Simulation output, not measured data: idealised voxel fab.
process module | voxel capacitor over wiring
280 nm wide, 5 nm square cells: that's cross-section cut.
Throughout this document, each cross-section is represented as a grid of square cells and is presented as a sequence of bands enumerated from the top downward, where a band comprises one or more rows of cells.
In this notation a band is specified by the heights of its top and bottom, in that order and in nm, after which its materials appear from left to right, each paired with its width in nm. The word "edge to edge" attached to a single material means that material fills the band from edge to edge; the word "blank" stands for empty space.
A quick word on heights: they are counted from 0, and under that level the wafer as it came to us is one material throughout. The lowest band is different from the rest in having no bottom; it simply continues downward, written as in "0 down".
Width: "30->40" (first number = top row, second number = bottom row, same change from row to row of cells).
"stayed the same" means the step left every cell of the cross-section as it was.
The entry titled "Sealed internal cavities" provides the empty spaces that have no open way to the top, restricted to those of 8 cells or more. Each is presented as width x height at distance, the distance being measured from the left edge, with all three in nm.
Whatever follows a step's settings on its line is a remark the simulator itself makes about that step.
overlay nm: how far to the right of its planned place the mask lay on this masked step (negative: to the left).
Note on reading: below, each pair holds a cross-section from before one process step and one from after it; the one from after shows only down to the lowest band that changed. Beneath the pair, the step in between is stated along with its settings. The pairs can stem from different runs of this module on the same starting wafer. Where a pair's entry headed "Before processing" says so, and only there, that pair continues from the pair above it.

Before processing
  110 to 105: Ru edge to edge
  105 to 100: 105 nm TiN, then 5 nm Ru, then 170 nm TiN
  100 to 90: 100 nm SiO2, then 5 nm TiN, then 5 nm Ru, then 5 nm TiN, then 165 nm SiO2
  90 to 85: 100 nm SiO2, then 15 nm TiN, then 165 nm SiO2
  85 to 75: 90 nm SiO2, then 70 nm TiN, then 120 nm SiO2
  75 to 70: 90 nm SiO2, then 70 nm HfO2, then 120 nm SiO2
  70 to 60: 85 nm SiO2, then 80 nm TiN, then 115 nm SiO2
  60 to 45: 90 nm SiO2, then 15 nm Ru, then 175 nm SiO2
  45 to 40: 90 nm SiCN, then 15 nm Ru, then 175 nm SiCN
  40 to 15: 80 nm lowk, then 5 nm TiN, then 20 nm Cu, then 5 nm TiN, then 60 nm lowk, then 5 nm TiN, then 20 nm Cu, then 5 nm TiN, then 80 nm lowk
  15 to 10: 80 nm SiCN, then 30 nm TiN, then 60 nm SiCN, then 30 nm TiN, then 80 nm SiCN
  10 to 0: SiO2 edge to edge
  0 down: Si edge to edge
  Sealed internal cavities: none

Cross-Section Thereafter
  100 to 90: 100 nm SiO2, then 5 nm TiN, then 5 nm Ru, then 5 nm TiN, then 165 nm SiO2
  Note: structure below 90 unchanged.
  Sealed internal cavities: none
Step that separates the before view from the after view above: CMP: height nm 100

Before processing: This step starts from the configuration shown after the step in the pair immediately above.

Cross-Section Thereafter
  105 to 100: SiN edge to edge
  Note: structure below 100 unchanged.
  Sealed internal cavities: none
Step that separates the before view from the after view above: CONFORMAL_DEP: material SiN, thk nm 5

Before processing
  85 to 75: 90 nm blank, then 70 nm TiN, then 120 nm blank
  75 to 70: HfO2 edge to edge
  70 to 60: TiN edge to edge
  60 to 45: 90 nm SiO2, then 15 nm Ru, then 175 nm SiO2
  45 to 40: 90 nm SiCN, then 15 nm Ru, then 175 nm SiCN
  40 to 15: 80 nm lowk, then 5 nm TiN, then 15 nm Cu, then 5 nm TiN, then 65 nm lowk, then 5 nm TiN, then 15 nm Cu, then 5 nm TiN, then 85 nm lowk
  15 to 10: 80 nm SiCN, then 25 nm TiN, then 65 nm SiCN, then 25 nm TiN, then 85 nm SiCN
  10 to 0: SiO2 edge to edge
  0 down: Si edge to edge
  Sealed internal cavities: none

Cross-Section Thereafter
  85 to 75: 90 nm blank, then 70 nm TiN, then 120 nm blank
  75 to 70: 90 nm blank, then 80 nm HfO2, then 110 nm blank
  Note: structure below 70 unchanged.
  Sealed internal cavities: none
Step that separates the before view from the after view above: MASKED_ETCH: tone cover, mask id UPPER_PLATE, width nm 70, etch materials HfO2, depth nm 5, overlay nm 10

Before processing: This step starts from the configuration shown after the step in the pair immediately above.

Cross-Section Thereafter
  85 to 75: 90 nm blank, then 70 nm TiN, then 120 nm blank
  75 to 70: 90 nm blank, then 80 nm HfO2, then 110 nm blank
  70 to 60: 85 nm blank, then 85 nm TiN, then 110 nm blank
  Note: structure below 60 unchanged.
  Sealed internal cavities: none
Step that separates the before view from the after view above: MASKED_ETCH: tone cover, mask id LOWER_PLATE, width nm 80, etch materials TiN, depth nm 10, overlay nm 0

Before processing: This step starts from the configuration shown after the step in the pair immediately above.

Cross-Section Thereafter
  105 to 85: SiO2 edge to edge
  85 to 75: 90 nm SiO2, then 70 nm TiN, then 120 nm SiO2
  75 to 70: 90 nm SiO2, then 80 nm HfO2, then 110 nm SiO2
  70 to 60: 85 nm SiO2, then 85 nm TiN, then 110 nm SiO2
  Note: structure below 60 unchanged.
  Sealed internal cavities: none
Step that separates the before view from the after view above: FILL_DEP: material SiO2, thk nm 20

Before processing: This step starts from the configuration shown after the step in the pair immediately above.

Cross-Section Thereafter
  100 to 85: SiO2 edge to edge
  Note: structure below 85 unchanged.
  Sealed internal cavities: none
Step that separates the before view from the after view above: CMP: height nm 100

Before processing: This step starts from the configuration shown after the step in the pair immediately above.

Cross-Section Thereafter
  120 to 100: 100 nm resist, then 15 nm blank, then 165 nm resist
  Note: structure below 100 unchanged.
  Sealed internal cavities: none
Step that separates the before view from the after view above: PATTERN: tone open, mask id PLUG_2, material resist, width nm 15, thk nm 20, overlay nm 0

Before processing: This step starts from the configuration shown after the step in the pair immediately above.

Cross-Section Thereafter
  120 to 100: 100 nm resist, then 15 nm blank, then 165 nm resist
  100 to 85: 100 nm SiO2, then 15 nm blank, then 165 nm SiO2
  Note: structure below 85 unchanged.
  Sealed internal cavities: none
Step that separates the before view from the after view above: DIRECTIONAL_ETCH: etch materials SiO2, depth nm 15

Before processing: This step starts from the configuration shown after the step in the pair immediately above.

Cross-Section Thereafter
  100 to 85: 100 nm SiO2, then 15 nm blank, then 165 nm SiO2
  Note: structure below 85 unchanged.
  Sealed internal cavities: none
Step that separates the before view from the after view above: STRIP: etch materials resist

Before processing: This step starts from the configuration shown after the step in the pair immediately above.

Cross-Section Thereafter
  105 to 100: 105 nm TiN, then 5 nm blank, then 170 nm TiN
  100 to 90: 100 nm SiO2, then 5 nm TiN, then 5 nm blank, then 5 nm TiN, then 165 nm SiO2
  90 to 85: 100 nm SiO2, then 15 nm TiN, then 165 nm SiO2
  Note: structure below 85 unchanged.
  Sealed internal cavities: none
Step that separates the before view from the after view above: CONFORMAL_DEP: material TiN, thk nm 5

Before processing: This step starts from the configuration shown after the step in the pair immediately above.

Cross-Section Thereafter
  110 to 105: Ru edge to edge
  105 to 100: 105 nm TiN, then 5 nm Ru, then 170 nm TiN
  100 to 90: 100 nm SiO2, then 5 nm TiN, then 5 nm Ru, then 5 nm TiN, then 165 nm SiO2
  Note: structure below 90 unchanged.
  Sealed internal cavities: none
Step that separates the before view from the after view above: FILL_DEP: material Ru, thk nm 5

Before processing: This step starts from the configuration shown after the step in the pair immediately above.

Cross-Section Thereafter
  100 to 90: 100 nm SiO2, then 5 nm TiN, then 5 nm Ru, then 5 nm TiN, then 165 nm SiO2
  Note: structure below 90 unchanged.
  Sealed internal cavities: none
Step that separates the before view from the after view above: CMP: height nm 100

Before processing: This step starts from the configuration shown after the step in the pair immediately above.

Cross-Section Thereafter
  105 to 100: SiN edge to edge
  Note: structure below 100 unchanged.
  Sealed internal cavities: none
Step that separates the before view from the after view above: CONFORMAL_DEP: material SiN, thk nm 5

Before processing
  75 to 70: HfO2 edge to edge
  70 to 60: TiN edge to edge
  60 to 45: 90 nm SiO2, then 15 nm Ru, then 175 nm SiO2
  45 to 40: 90 nm SiCN, then 15 nm Ru, then 175 nm SiCN
  40 to 15: 80 nm lowk, then 5 nm TiN, then 15 nm Cu, then 5 nm TiN, then 65 nm lowk, then 5 nm TiN, then 15 nm Cu, then 5 nm TiN, then 85 nm lowk
  15 to 10: 80 nm SiCN, then 25 nm TiN, then 65 nm SiCN, then 25 nm TiN, then 85 nm SiCN
  10 to 0: SiO2 edge to edge
  0 down: Si edge to edge
  Sealed internal cavities: none

Cross-Section Thereafter
  85 to 70: HfO2 edge to edge
  Note: structure below 70 unchanged.
  Sealed internal cavities: none
Step that separates the before view from the after view above: DIRECTIONAL_DEP: material HfO2, thk nm 10

Before processing: This step starts from the configuration shown after the step in the pair immediately above.

Cross-Section Thereafter
  85 to 80: 90 nm blank, then 70 nm HfO2, then 120 nm blank
  Note: structure below 80 unchanged.
  Sealed internal cavities: none
Step that separates the before view from the after view above: MASKED_ETCH: tone cover, mask id UPPER_PLATE, width nm 70, etch materials HfO2, depth nm 5, overlay nm 0

Before processing: This step starts from the configuration shown after the step in the pair immediately above.

Cross-Section Thereafter
  105 to 85: SiO2 edge to edge
  85 to 80: 90 nm SiO2, then 70 nm HfO2, then 120 nm SiO2
  Note: structure below 80 unchanged.
  Sealed internal cavities: none
Step that separates the before view from the after view above: FILL_DEP: material SiO2, thk nm 20

Before processing: This step starts from the configuration shown after the step in the pair immediately above.

Cross-Section Thereafter
  100 to 85: SiO2 edge to edge
  Note: structure below 85 unchanged.
  Sealed internal cavities: none
Step that separates the before view from the after view above: CMP: height nm 100

Before processing: This step starts from the configuration shown after the step in the pair immediately above.

Cross-Section Thereafter
  120 to 100: 100 nm resist, then 15 nm blank, then 165 nm resist
  Note: structure below 100 unchanged.
  Sealed internal cavities: none
Step that separates the before view from the after view above: PATTERN: tone open, mask id PLUG_2, material resist, width nm 15, thk nm 20, overlay nm 0

Before processing: This step starts from the configuration shown after the step in the pair immediately above.

Cross-Section Thereafter
  120 to 100: 100 nm resist, then 15 nm blank, then 165 nm resist
  100 to 85: 100 nm SiO2, then 15 nm blank, then 165 nm SiO2
  Note: structure below 85 unchanged.
  Sealed internal cavities: none
Step that separates the before view from the after view above: DIRECTIONAL_ETCH: etch materials SiO2, depth nm 15

Before processing: This step starts from the configuration shown after the step in the pair immediately above.

Cross-Section Thereafter
  100 to 85: 100 nm SiO2, then 15 nm blank, then 165 nm SiO2
  Note: structure below 85 unchanged.
  Sealed internal cavities: none
Step that separates the before view from the after view above: STRIP: etch materials resist

Before processing: This step starts from the configuration shown after the step in the pair immediately above.

Cross-Section Thereafter
  105 to 100: 105 nm TiN, then 5 nm blank, then 170 nm TiN
  100 to 90: 100 nm SiO2, then 5 nm TiN, then 5 nm blank, then 5 nm TiN, then 165 nm SiO2
  90 to 85: 100 nm SiO2, then 15 nm TiN, then 165 nm SiO2
  Note: structure below 85 unchanged.
  Sealed internal cavities: none
Step that separates the before view from the after view above: CONFORMAL_DEP: material TiN, thk nm 5

Before processing: This step starts from the configuration shown after the step in the pair immediately above.

Cross-Section Thereafter
  110 to 105: Ru edge to edge
  105 to 100: 105 nm TiN, then 5 nm Ru, then 170 nm TiN
  100 to 90: 100 nm SiO2, then 5 nm TiN, then 5 nm Ru, then 5 nm TiN, then 165 nm SiO2
  Note: structure below 90 unchanged.
  Sealed internal cavities: none
Step that separates the before view from the after view above: FILL_DEP: material Ru, thk nm 5

Before processing: This step starts from the configuration shown after the step in the pair immediately above.

Cross-Section Thereafter
  100 to 90: 100 nm SiO2, then 5 nm TiN, then 5 nm Ru, then 5 nm TiN, then 165 nm SiO2
  Note: structure below 90 unchanged.
  Sealed internal cavities: none
Step that separates the before view from the after view above: CMP: height nm 100

Before processing: This step starts from the configuration shown after the step in the pair immediately above.

Cross-Section Thereafter
  105 to 100: SiN edge to edge
  Note: structure below 100 unchanged.
  Sealed internal cavities: none
Step that separates the before view from the after view above: CONFORMAL_DEP: material SiN, thk nm 5

Before processing
  85 to 75: TiN edge to edge
  75 to 70: HfO2 edge to edge
  70 to 60: TiN edge to edge
  60 to 45: 90 nm SiO2, then 15 nm Ru, then 175 nm SiO2
  45 to 40: 90 nm SiCN, then 15 nm Ru, then 175 nm SiCN
  40 to 15: 80 nm lowk, then 5 nm TiN, then 15 nm Cu, then 5 nm TiN, then 65 nm lowk, then 5 nm TiN, then 15 nm Cu, then 5 nm TiN, then 85 nm lowk
  15 to 10: 80 nm SiCN, then 25 nm TiN, then 65 nm SiCN, then 25 nm TiN, then 85 nm SiCN
  10 to 0: SiO2 edge to edge
  0 down: Si edge to edge
  Sealed internal cavities: none

Cross-Section Thereafter
  85 to 75: 90 nm TiN, then 70 nm blank, then 120 nm TiN
  Note: structure below 75 unchanged.
  Sealed internal cavities: none
Step that separates the before view from the after view above: MASKED_ETCH: tone open, mask id UPPER_PLATE, width nm 70, etch materials TiN, depth nm 10, overlay nm 0

Before processing: This step starts from the configuration shown after the step in the pair immediately above.

Cross-Section Thereafter
  85 to 75: 85 nm blank, then 5 nm TiN, then 70 nm blank, then 5 nm TiN, then 115 nm blank
  Note: structure below 75 unchanged.
  Sealed internal cavities: none
Step that separates the before view from the after view above: MASKED_ETCH: tone cover, mask id LOWER_PLATE, width nm 80, etch materials TiN, depth nm 10, overlay nm 0

Before processing: This step starts from the configuration shown after the step in the pair immediately above.

Cross-Section Thereafter
  105 to 85: SiO2 edge to edge
  85 to 75: 85 nm SiO2, then 5 nm TiN, then 70 nm SiO2, then 5 nm TiN, then 115 nm SiO2
  Note: structure below 75 unchanged.
  Sealed internal cavities: none
Step that separates the before view from the after view above: FILL_DEP: material SiO2, thk nm 20

Before processing: This step starts from the configuration shown after the step in the pair immediately above.

Cross-Section Thereafter
  100 to 85: SiO2 edge to edge
  Note: structure below 85 unchanged.
  Sealed internal cavities: none
Step that separates the before view from the after view above: CMP: height nm 100

Before processing: This step starts from the configuration shown after the step in the pair immediately above.

Cross-Section Thereafter
  120 to 100: 100 nm resist, then 15 nm blank, then 165 nm resist
  Note: structure below 100 unchanged.
  Sealed internal cavities: none
Step that separates the before view from the after view above: PATTERN: tone open, mask id PLUG_2, material resist, width nm 15, thk nm 20, overlay nm 0

Before processing: This step starts from the configuration shown after the step in the pair immediately above.

Cross-Section Thereafter
  120 to 100: 100 nm resist, then 15 nm blank, then 165 nm resist
  100 to 85: 100 nm SiO2, then 15 nm blank, then 165 nm SiO2
  Note: structure below 85 unchanged.
  Sealed internal cavities: none
Step that separates the before view from the after view above: DIRECTIONAL_ETCH: etch materials SiO2, depth nm 15

Before processing: This step starts from the configuration shown after the step in the pair immediately above.

Cross-Section Thereafter
  100 to 85: 100 nm SiO2, then 15 nm blank, then 165 nm SiO2
  Note: structure below 85 unchanged.
  Sealed internal cavities: none
Step that separates the before view from the after view above: STRIP: etch materials resist

Before processing: This step starts from the configuration shown after the step in the pair immediately above.

Cross-Section Thereafter
  105 to 100: 105 nm TiN, then 5 nm blank, then 170 nm TiN
  100 to 90: 100 nm SiO2, then 5 nm TiN, then 5 nm blank, then 5 nm TiN, then 165 nm SiO2
  90 to 85: 100 nm SiO2, then 15 nm TiN, then 165 nm SiO2
  Note: structure below 85 unchanged.
  Sealed internal cavities: none
Step that separates the before view from the after view above: CONFORMAL_DEP: material TiN, thk nm 5

Before processing: This step starts from the configuration shown after the step in the pair immediately above.

Cross-Section Thereafter
  110 to 105: Ru edge to edge
  105 to 100: 105 nm TiN, then 5 nm Ru, then 170 nm TiN
  100 to 90: 100 nm SiO2, then 5 nm TiN, then 5 nm Ru, then 5 nm TiN, then 165 nm SiO2
  Note: structure below 90 unchanged.
  Sealed internal cavities: none
Step that separates the before view from the after view above: FILL_DEP: material Ru, thk nm 5

Before processing: This step starts from the configuration shown after the step in the pair immediately above.

Cross-Section Thereafter
  100 to 90: 100 nm SiO2, then 5 nm TiN, then 5 nm Ru, then 5 nm TiN, then 165 nm SiO2
  Note: structure below 90 unchanged.
  Sealed internal cavities: none
Step that separates the before view from the after view above: CMP: height nm 100

Before processing: This step starts from the configuration shown after the step in the pair immediately above.

Cross-Section Thereafter
  105 to 100: SiN edge to edge
  Note: structure below 100 unchanged.
  Sealed internal cavities: none
Step that separates the before view from the after view above: CONFORMAL_DEP: material SiN, thk nm 5
